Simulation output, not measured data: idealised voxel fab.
Name of the process module below: voxel gate over fins
We display cut, a cross-section 285 nm in width whose square cells are each 5 nm.
Cross-section = grid of square cells, listed top down in bands; band = one or more rows. Top, bottom (nm), then materials left to right with widths (nm); lone material tagged "everywhere" fills the whole band edge to edge; "air" = empty space. Zero point of the height axis is 0; under it, received wafer = one material. Lowest band: continues down indefinitely, "from 0 down". Width spec "30 to 40" -> top row of cells at first value, bottom row at second value, equal per-row change in between. You'll sometimes find "changes: none" written for a step, and that's the way of saying that nowhere in the cross-section did a cell change during that step. The label "Fully closed voids" introduces a list of the empty spaces, 8 cells or larger, that have no open way up to the top; each entry in it reads width x height at distance, where the distance is taken from the left edge and all three are stated in nm. It should be noted that, on the line of a given step, the content following the step's settings is a remark produced by the simulator itself with respect to that step. The optional step-line setting "overlay nm" applies to steps with a mask and quantifies how far to the right of its planned location the mask lay, a negative value indicating leftward placement. Every pair from here on: before one process step, after it. The after cross-section reaches only to the lowest band that changed. Below the pair: the step in between and its settings. Pairs can belong to different runs of this module on the same starting wafer; a pair carries on from the pair above only if the entry headed "Before step" says so.

**Before step**
    from 10 to 5: TiN: 105 | air: 5 | TiN: 175
    from 5 to 0: SiO2: 85 | SiN: 15 | TiN: 5 | air: 5 | TiN: 5 | SiO2: 20 | SiN: 15 | SiO2: 35 | SiN: 15 | SiO2: 85
    from 0 to -30: SiO2: 85 | Si: 15 | TiN: 5 | air: 5 | TiN: 5 | SiO2: 20 | Si: 15 | SiO2: 35 | Si: 15 | SiO2: 85
    from -30 to -35: SiO2: 85 | Si: 15 | TiN: 15 | SiO2: 20 | Si: 15 | SiO2: 35 | Si: 15 | SiO2: 85
    from -35 to -40: SiO2: 85 | Si: 15 | SiO2: 35 | Si: 15 | SiO2: 35 | Si: 15 | SiO2: 85
    from -40 down: Si everywhere
    Fully closed voids: none

**Post-Step Appearance**
    from 15 to 10: W everywhere
    from 10 to 5: TiN: 105 | W: 5 | TiN: 175
    from 5 to 0: SiO2: 85 | SiN: 15 | TiN: 5 | W: 5 | TiN: 5 | SiO2: 20 | SiN: 15 | SiO2: 35 | SiN: 15 | SiO2: 85
    from 0 to -30: SiO2: 85 | Si: 15 | TiN: 5 | W: 5 | TiN: 5 | SiO2: 20 | Si: 15 | SiO2: 35 | Si: 15 | SiO2: 85
    Note: structure below -30 unchanged.
    Fully closed voids: none
Step lying between the two cross-sections just above: FILL_DEP, material W, thk nm 5

Before step: The initial state for this step is given by the after cross-section of the immediately preceding pair.

**Post-Step Appearance**
    from 5 to 0: SiO2: 85 | SiN: 15 | TiN: 5 | W: 5 | TiN: 5 | SiO2: 20 | SiN: 15 | SiO2: 35 | SiN: 15 | SiO2: 85
    Note: structure below 0 unchanged.
    Fully closed voids: none
Step lying between the two cross-sections just above: CMP, height nm 5

Before step: The initial state for this step is given by the after cross-section of the immediately preceding pair.

**Post-Step Appearance**
    from 5 to 0: SiO2: 85 | SiN: 15 | air: 15 | SiO2: 20 | SiN: 15 | SiO2: 35 | SiN: 15 | SiO2: 85
    from 0 to -15: SiO2: 85 | Si: 15 | air: 15 | SiO2: 20 | Si: 15 | SiO2: 35 | Si: 15 | SiO2: 85
    Note: structure below -15 unchanged.
    Fully closed voids: none
Step lying between the two cross-sections just above: SELECTIVE_ETCH, etch materials W Ru TiN, depth nm 20

Before step: The initial state for this step is given by the after cross-section of the immediately preceding pair.

**Post-Step Appearance**
    from 10 to 5: SiO2 everywhere
    from 5 to 0: SiO2: 85 | SiN: 15 | SiO2: 35 | SiN: 15 | SiO2: 35 | SiN: 15 | SiO2: 85
    from 0 to -15: SiO2: 85 | Si: 15 | SiO2: 35 | Si: 15 | SiO2: 35 | Si: 15 | SiO2: 85
    Note: structure below -15 unchanged.
    Fully closed voids: none
Step lying between the two cross-sections just above: FILL_DEP, material SiO2, thk nm 5

Before step: The initial state for this step is given by the after cross-section of the immediately preceding pair.

**Post-Step Appearance**
    from 5 to 0: SiO2: 85 | SiN: 15 | SiO2: 35 | SiN: 15 | SiO2: 35 | SiN: 15 | SiO2: 85
    Note: structure below 0 unchanged.
    Fully closed voids: none
Step lying between the two cross-sections just above: CMP, height nm 5

Before step: The initial state for this step is given by the after cross-section of the immediately preceding pair.

**Post-Step Appearance**
    from 5 to 0: air: 85 | SiN: 15 | air: 35 | SiN: 15 | air: 35 | SiN: 15 | air: 85
    from 0 to -10: air: 85 | Si: 15 | air: 35 | Si: 15 | air: 35 | Si: 15 | air: 85
    Note: structure below -10 unchanged.
    Fully closed voids: none
Step lying between the two cross-sections just above: SELECTIVE_ETCH, etch materials SiO2, depth nm 15

Before step: The initial state for this step is given by the after cross-section of the immediately preceding pair.

**Post-Step Appearance**
    from 0 to -10: air: 85 | Si: 15 | air: 35 | Si: 15 | air: 35 | Si: 15 | air: 85
    Note: structure below -10 unchanged.
    Fully closed voids: none
Step lying between the two cross-sections just above: STRIP, etch materials SiN

Before step: The initial state for this step is given by the after cross-section of the immediately preceding pair.

**Post-Step Appearance**
    from 5 to 0: air: 80 | HfO2: 25 | air: 25 | HfO2: 25 | air: 25 | HfO2: 25 | air: 80
    from 0 to -5: air: 80 | HfO2: 5 | Si: 15 | HfO2: 5 | air: 25 | HfO2: 5 | Si: 15 | HfO2: 5 | air: 25 | HfO2: 5 | Si: 15 | HfO2: 5 | air: 80
    from -5 to -10: HfO2: 85 | Si: 15 | HfO2: 35 | Si: 15 | HfO2: 35 | Si: 15 | HfO2: 85
    Note: structure below -10 unchanged.
    Fully closed voids: none
Step lying between the two cross-sections just above: CONFORMAL_DEP, material HfO2, thk nm 5

Before step: The initial state for this step is given by the after cross-section of the immediately preceding pair.

**Post-Step Appearance**
    from 10 to 5: air: 75 | TiN: 35 | air: 15 | TiN: 35 | air: 15 | TiN: 35 | air: 75
    from 5 to 0: air: 75 | TiN: 5 | HfO2: 25 | TiN: 5 | air: 15 | TiN: 5 | HfO2: 25 | TiN: 5 | air: 15 | TiN: 5 | HfO2: 25 | TiN: 5 | air: 75
    from 0 to -5: TiN: 80 | HfO2: 5 | Si: 15 | HfO2: 5 | TiN: 25 | HfO2: 5 | Si: 15 | HfO2: 5 | TiN: 25 | HfO2: 5 | Si: 15 | HfO2: 5 | TiN: 80
    Note: structure below -5 unchanged.
    Fully closed voids: none
Step lying between the two cross-sections just above: CONFORMAL_DEP, material TiN, thk nm 5

Before step: The initial state for this step is given by the after cross-section of the immediately preceding pair.

**Post-Step Appearance**
    from 15 to 10: air: 70 | TiAl: 45 | air: 5 | TiAl: 45 | air: 5 | TiAl: 45 | air: 70
    from 10 to 5: air: 70 | TiAl: 5 | TiN: 35 | TiAl: 5 | air: 5 | TiAl: 5 | TiN: 35 | TiAl: 5 | air: 5 | TiAl: 5 | TiN: 35 | TiAl: 5 | air: 70
    from 5 to 0: TiAl: 75 | TiN: 5 | HfO2: 25 | TiN: 5 | TiAl: 15 | TiN: 5 | HfO2: 25 | TiN: 5 | TiAl: 15 | TiN: 5 | HfO2: 25 | TiN: 5 | TiAl: 75
    Note: structure below 0 unchanged.
    Fully closed voids: none
Step lying between the two cross-sections just above: CONFORMAL_DEP, material TiAl, thk nm 5

Before step: The initial state for this step is given by the after cross-section of the immediately preceding pair.

**Post-Step Appearance**
    from 20 to 15: air: 65 | TiN: 155 | air: 65
    from 15 to 10: air: 65 | TiN: 5 | TiAl: 45 | TiN: 5 | TiAl: 45 | TiN: 5 | TiAl: 45 | TiN: 5 | air: 65
    from 10 to 5: TiN: 70 | TiAl: 5 | TiN: 35 | TiAl: 5 | TiN: 5 | TiAl: 5 | TiN: 35 | TiAl: 5 | TiN: 5 | TiAl: 5 | TiN: 35 | TiAl: 5 | TiN: 70
    Note: structure below 5 unchanged.
    Fully closed voids: none
Step lying between the two cross-sections just above: CONFORMAL_DEP, material TiN, thk nm 5

Before step: The initial state for this step is given by the after cross-section of the immediately preceding pair.

**Post-Step Appearance**
    from 30 to 20: W everywhere
    from 20 to 15: W: 65 | TiN: 155 | W: 65
    from 15 to 10: W: 65 | TiN: 5 | TiAl: 45 | TiN: 5 | TiAl: 45 | TiN: 5 | TiAl: 45 | TiN: 5 | W: 65
    Note: structure below 10 unchanged.
    Fully closed voids: none
Step lying between the two cross-sections just above: FILL_DEP, material W, thk nm 10

Before step: The initial state for this step is given by the after cross-section of the immediately preceding pair.

**Post-Step Appearance**
    from 25 to 20: W everywhere
    Note: structure below 20 unchanged.
    Fully closed voids: none
Step lying between the two cross-sections just above: CMP, height nm 25

Before step: The initial state for this step is given by the after cross-section of the immediately preceding pair.

**Post-Step Appearance**
    from 35 to 25: SiN everywhere
    Note: structure below 25 unchanged.
    Fully closed voids: none
Step lying between the two cross-sections just above: CONFORMAL_DEP, material SiN, thk nm 10

**Before step**
    from 20 to 15: air: 65 | TiN: 155 | air: 65
    from 15 to 10: air: 65 | TiN: 5 | TiAl: 45 | TiN: 5 | TiAl: 45 | TiN: 5 | TiAl: 45 | TiN: 5 | air: 65
    from 10 to 5: TiN: 70 | TiAl: 5 | TiN: 35 | TiAl: 5 | TiN: 5 | TiAl: 5 | TiN: 35 | TiAl: 5 | TiN: 5 | TiAl: 5 | TiN: 35 | TiAl: 5 | TiN: 70
    from 5 to 0: TiAl: 75 | TiN: 5 | HfO2: 25 | TiN: 5 | TiAl: 15 | TiN: 5 | HfO2: 25 | TiN: 5 | TiAl: 15 | TiN: 5 | HfO2: 25 | TiN: 5 | TiAl: 75
    from 0 to -5: TiN: 80 | HfO2: 5 | Si: 15 | HfO2: 5 | TiN: 25 | HfO2: 5 | Si: 15 | HfO2: 5 | TiN: 25 | HfO2: 5 | Si: 15 | HfO2: 5 | TiN: 80
    from -5 to -10: HfO2: 85 | Si: 15 | HfO2: 35 | Si: 15 | HfO2: 35 | Si: 15 | HfO2: 85
    from -10 to -15: SiO2: 85 | Si: 15 | SiO2: 35 | Si: 15 | SiO2: 35 | Si: 15 | SiO2: 85
    from -15 to -30: SiO2: 85 | Si: 15 | SiO2: 10 | TiN: 5 | W: 5 | TiN: 5 | SiO2: 10 | Si: 15 | SiO2: 35 | Si: 15 | SiO2: 85
    from -30 to -35: SiO2: 85 | Si: 15 | SiO2: 10 | TiN: 15 | SiO2: 10 | Si: 15 | SiO2: 35 | Si: 15 | SiO2: 85
    from -35 to -40: SiO2: 85 | Si: 15 | SiO2: 35 | Si: 15 | SiO2: 35 | Si: 15 | SiO2: 85
    from -40 down: Si everywhere
    Fully closed voids: none

**Post-Step Appearance**
    from 30 to 20: HfO2 everywhere
    from 20 to 15: HfO2: 65 | TiN: 155 | HfO2: 65
    from 15 to 10: HfO2: 65 | TiN: 5 | TiAl: 45 | TiN: 5 | TiAl: 45 | TiN: 5 | TiAl: 45 | TiN: 5 | HfO2: 65
    Note: structure below 10 unchanged.
    Fully closed voids: none
Step lying between the two cross-sections just above: FILL_DEP, material HfO2, thk nm 10

Before step: The initial state for this step is given by the after cross-section of the immediately preceding pair.

**Post-Step Appearance**
    from 25 to 20: HfO2 everywhere
    Note: structure below 20 unchanged.
    Fully closed voids: none
Step lying between the two cross-sections just above: CMP, height nm 25

Before step: The initial state for this step is given by the after cross-section of the immediately preceding pair.

**Post-Step Appearance**
    from 35 to 25: SiN everywhere
    Note: structure below 25 unchanged.
    Fully closed voids: none
Step lying between the two cross-sections just above: CONFORMAL_DEP, material SiN, thk nm 10

**Before step**
    from 20 to 5: aC everywhere
    from 5 to 0: SiN everywhere
    from 0 down: Si everywhere
    Fully closed voids: none

**Post-Step Appearance**
    from 50 to 20: resist: 85 | air: 15 | resist: 35 | air: 15 | resist: 35 | air: 15 | resist: 85
    Note: structure below 20 unchanged.
    Fully closed voids: none
Step lying between the two cross-sections just above: PATTERN, tone open, mask id FINS, material resist, width nm 15, pitch nm 50, thk nm 30, overlay nm 0

Before step: The initial state for this step is given by the after cross-section of the immediately preceding pair.

**Post-Step Appearance**
    from 35 to 20: resist: 85 | air: 15 | resist: 35 | air: 15 | resist: 35 | air: 15 | resist: 85
    from 20 to 5: aC: 85 | air: 15 | aC: 35 | air: 15 | aC: 35 | air: 15 | aC: 85
    Note: structure below 5 unchanged.
    Fully closed voids: none
Step lying between the two cross-sections just above: DIRECTIONAL_ETCH, etch materials aC, depth nm 15

Before step: The initial state for this step is given by the after cross-section of the immediately preceding pair.

**Post-Step Appearance**
    from 20 to 5: aC: 85 | air: 15 | aC: 35 | air: 15 | aC: 35 | air: 15 | aC: 85
    Note: structure below 5 unchanged.
    Fully closed voids: none
Step lying between the two cross-sections just above: STRIP, etch materials resist

Before step: The initial state for this step is given by the after cross-section of the immediately preceding pair.

**Post-Step Appearance**
    from 20 to 5: aC: 85 | air: 15 | aC: 35 | air: 15 | aC: 35 | air: 15 | aC: 85
    from 5 to 0: SiN: 85 | air: 15 | SiN: 35 | air: 15 | SiN: 35 | air: 15 | SiN: 85
    Note: structure below 0 unchanged.
    Fully closed voids: none
Step lying between the two cross-sections just above: DIRECTIONAL_ETCH, etch materials SiN, depth nm 5

Before step: The initial state for this step is given by the after cross-section of the immediately preceding pair.

**Post-Step Appearance**
    from 20 to 5: aC: 85 | air: 15 | aC: 35 | air: 15 | aC: 35 | air: 15 | aC: 85
    from 5 to 0: SiN: 85 | air: 15 | SiN: 35 | air: 15 | SiN: 35 | air: 15 | SiN: 85
    from 0 to -40: Si: 85 | air: 15 | Si: 35 | air: 15 | Si: 35 | air: 15 | Si: 85
    Note: structure below -40 unchanged.
    Fully closed voids: none
Step lying between the two cross-sections just above: DIRECTIONAL_ETCH, etch materials Si, depth nm 40

Before step: The initial state for this step is given by the after cross-section of the immediately preceding pair.

**Post-Step Appearance**
    from 5 to 0: SiN: 85 | air: 15 | SiN: 35 | air: 15 | SiN: 35 | air: 15 | SiN: 85
    Note: structure below 0 unchanged.
    Fully closed voids: none
Step lying between the two cross-sections just above: STRIP, etch materials aC

Before step: The initial state for this step is given by the after cross-section of the immediately preceding pair.

**Post-Step Appearance**
    from 15 to 5: SiO2 everywhere
    from 5 to 0: SiN: 85 | SiO2: 15 | SiN: 35 | SiO2: 15 | SiN: 35 | SiO2: 15 | SiN: 85
    from 0 to -40: Si: 85 | SiO2: 15 | Si: 35 | SiO2: 15 | Si: 35 | SiO2: 15 | Si: 85
    Note: structure below -40 unchanged.
    Fully closed voids: none
Step lying between the two cross-sections just above: FILL_DEP, material SiO2, thk nm 10

Before step: The initial state for this step is given by the after cross-section of the immediately preceding pair.

**Post-Step Appearance**
    from 5 to 0: SiN: 85 | SiO2: 15 | SiN: 35 | SiO2: 15 | SiN: 35 | SiO2: 15 | SiN: 85
    Note: structure below 0 unchanged.
    Fully closed voids: none
Step lying between the two cross-sections just above: CMP, height nm 5

Before step: The initial state for this step is given by the after cross-section of the immediately preceding pair.

**Post-Step Appearance**
    from 20 to 5: aC everywhere
    Note: structure below 5 unchanged.
    Fully closed voids: none
Step lying between the two cross-sections just above: DIRECTIONAL_DEP, material aC, thk nm 15

Before step: The initial state for this step is given by the after cross-section of the immediately preceding pair.

**Post-Step Appearance**
    from 55 to 20: resist: 110 | air: 15 | resist: 160
    Note: structure below 20 unchanged.
    Fully closed voids: none
Step lying between the two cross-sections just above: PATTERN, tone open, mask id RAIL, material resist, width nm 15, thk nm 35, overlay nm 0

Before step: The initial state for this step is given by the after cross-section of the immediately preceding pair.

**Post-Step Appearance**
    from 40 to 20: resist: 110 | air: 15 | resist: 160
    from 20 to 5: aC: 110 | air: 15 | aC: 160
    Note: structure below 5 unchanged.
    Fully closed voids: none
Step lying between the two cross-sections just above: DIRECTIONAL_ETCH, etch materials aC, depth nm 15

Before step: The initial state for this step is given by the after cross-section of the immediately preceding pair.

**Post-Step Appearance**
    from 20 to 5: aC: 110 | air: 15 | aC: 160
    Note: structure below 5 unchanged.
    Fully closed voids: none
Step lying between the two cross-sections just above: STRIP, etch materials resist

Before step: The initial state for this step is given by the after cross-section of the immediately preceding pair.

**Post-Step Appearance**
    from 5 to 0: SiN: 85 | SiO2: 15 | SiN: 35 | SiO2: 15 | SiN: 35 | SiO2: 15 | SiN: 85
    Note: structure below 0 unchanged.
    Fully closed voids: none
Step lying between the two cross-sections just above: STRIP, etch materials aC

Before step: The initial state for this step is given by the after cross-section of the immediately preceding pair.

**Post-Step Appearance**
    from 10 to 5: TiN everywhere
    Note: structure below 5 unchanged.
    Fully closed voids: none
Step lying between the two cross-sections just above: CONFORMAL_DEP, material TiN, thk nm 5

Before step: The initial state for this step is given by the after cross-section of the immediately preceding pair.

**Post-Step Appearance**
    from 15 to 10: W everywhere
    Note: structure below 10 unchanged.
    Fully closed voids: none
Step lying between the two cross-sections just above: FILL_DEP, material W, thk nm 5

Before step: The initial state for this step is given by the after cross-section of the immediately preceding pair.

**Post-Step Appearance**
    from 5 to 0: SiN: 85 | SiO2: 15 | SiN: 35 | SiO2: 15 | SiN: 35 | SiO2: 15 | SiN: 85
    Note: structure below 0 unchanged.
    Fully closed voids: none
Step lying between the two cross-sections just above: CMP, height nm 5

Before step: The initial state for this step is given by the after cross-section of the immediately preceding pair.

**Post-Step Appearance**
    from 10 to 5: SiO2 everywhere
    Note: structure below 5 unchanged.
    Fully closed voids: none
Step lying between the two cross-sections just above: FILL_DEP, material SiO2, thk nm 5

Before step: The initial state for this step is given by the after cross-section of the immediately preceding pair.

**Post-Step Appearance**
    from 5 to 0: SiN: 85 | SiO2: 15 | SiN: 35 | SiO2: 15 | SiN: 35 | SiO2: 15 | SiN: 85
    Note: structure below 0 unchanged.
    Fully closed voids: none
Step lying between the two cross-sections just above: CMP, height nm 5

Before step: The initial state for this step is given by the after cross-section of the immediately preceding pair.

**Post-Step Appearance**
    from 5 to 0: SiN: 85 | air: 15 | SiN: 35 | air: 15 | SiN: 35 | air: 15 | SiN: 85
    from 0 to -10: Si: 85 | air: 15 | Si: 35 | air: 15 | Si: 35 | air: 15 | Si: 85
    Note: structure below -10 unchanged.
    Fully closed voids: none
Step lying between the two cross-sections just above: SELECTIVE_ETCH, etch materials SiO2, depth nm 15

Before step: The initial state for this step is given by the after cross-section of the immediately preceding pair.

**Post-Step Appearance**
    from 0 to -10: Si: 85 | air: 15 | Si: 35 | air: 15 | Si: 35 | air: 15 | Si: 85
    Note: structure below -10 unchanged.
    Fully closed voids: none
Step lying between the two cross-sections just above: STRIP, etch materials SiN

Before step: The initial state for this step is given by the after cross-section of the immediately preceding pair.

**Post-Step Appearance**
    from 5 to 0: HfO2: 90 | air: 5 | HfO2: 45 | air: 5 | HfO2: 45 | air: 5 | HfO2: 90
    from 0 to -5: Si: 85 | HfO2: 5 | air: 5 | HfO2: 5 | Si: 35 | HfO2: 5 | air: 5 | HfO2: 5 | Si: 35 | HfO2: 5 | air: 5 | HfO2: 5 | Si: 85
    from -5 to -10: Si: 85 | HfO2: 15 | Si: 35 | HfO2: 15 | Si: 35 | HfO2: 15 | Si: 85
    Note: structure below -10 unchanged.
    Fully closed voids: none
Step lying between the two cross-sections just above: CONFORMAL_DEP, material HfO2, thk nm 5

Before step: The initial state for this step is given by the after cross-section of the immediately preceding pair.

**Post-Step Appearance**
    from 10 to 5: TiN everywhere
    from 5 to 0: HfO2: 90 | TiN: 5 | HfO2: 45 | TiN: 5 | HfO2: 45 | TiN: 5 | HfO2: 90
    from 0 to -5: Si: 85 | HfO2: 5 | TiN: 5 | HfO2: 5 | Si: 35 | HfO2: 5 | TiN: 5 | HfO2: 5 | Si: 35 | HfO2: 5 | TiN: 5 | HfO2: 5 | Si: 85
    Note: structure below -5 unchanged.
    Fully closed voids: none
Step lying between the two cross-sections just above: CONFORMAL_DEP, material TiN, thk nm 5

Before step: The initial state for this step is given by the after cross-section of the immediately preceding pair.

**Post-Step Appearance**
    from 15 to 10: TiAl everywhere
    Note: structure below 10 unchanged.
    Fully closed voids: none
Step lying between the two cross-sections just above: CONFORMAL_DEP, material TiAl, thk nm 5

Before step: The initial state for this step is given by the after cross-section of the immediately preceding pair.

**Post-Step Appearance**
    from 20 to 15: TiN everywhere
    Note: structure below 15 unchanged.
    Fully closed voids: none
Step lying between the two cross-sections just above: CONFORMAL_DEP, material TiN, thk nm 5

Before step: The initial state for this step is given by the after cross-section of the immediately preceding pair.

**Post-Step Appearance**
    from 30 to 20: W everywhere
    Note: structure below 20 unchanged.
    Fully closed voids: none
Step lying between the two cross-sections just above: FILL_DEP, material W, thk nm 10

Before step: The initial state for this step is given by the after cross-section of the immediately preceding pair.

**Post-Step Appearance**
    from 25 to 20: W everywhere
    Note: structure below 20 unchanged.
    Fully closed voids: none
Step lying between the two cross-sections just above: CMP, height nm 25

Before step: The initial state for this step is given by the after cross-section of the immediately preceding pair.

**Post-Step Appearance**
    from 35 to 25: SiN everywhere
    Note: structure below 25 unchanged.
    Fully closed voids: none
Step lying between the two cross-sections just above: CONFORMAL_DEP, material SiN, thk nm 10
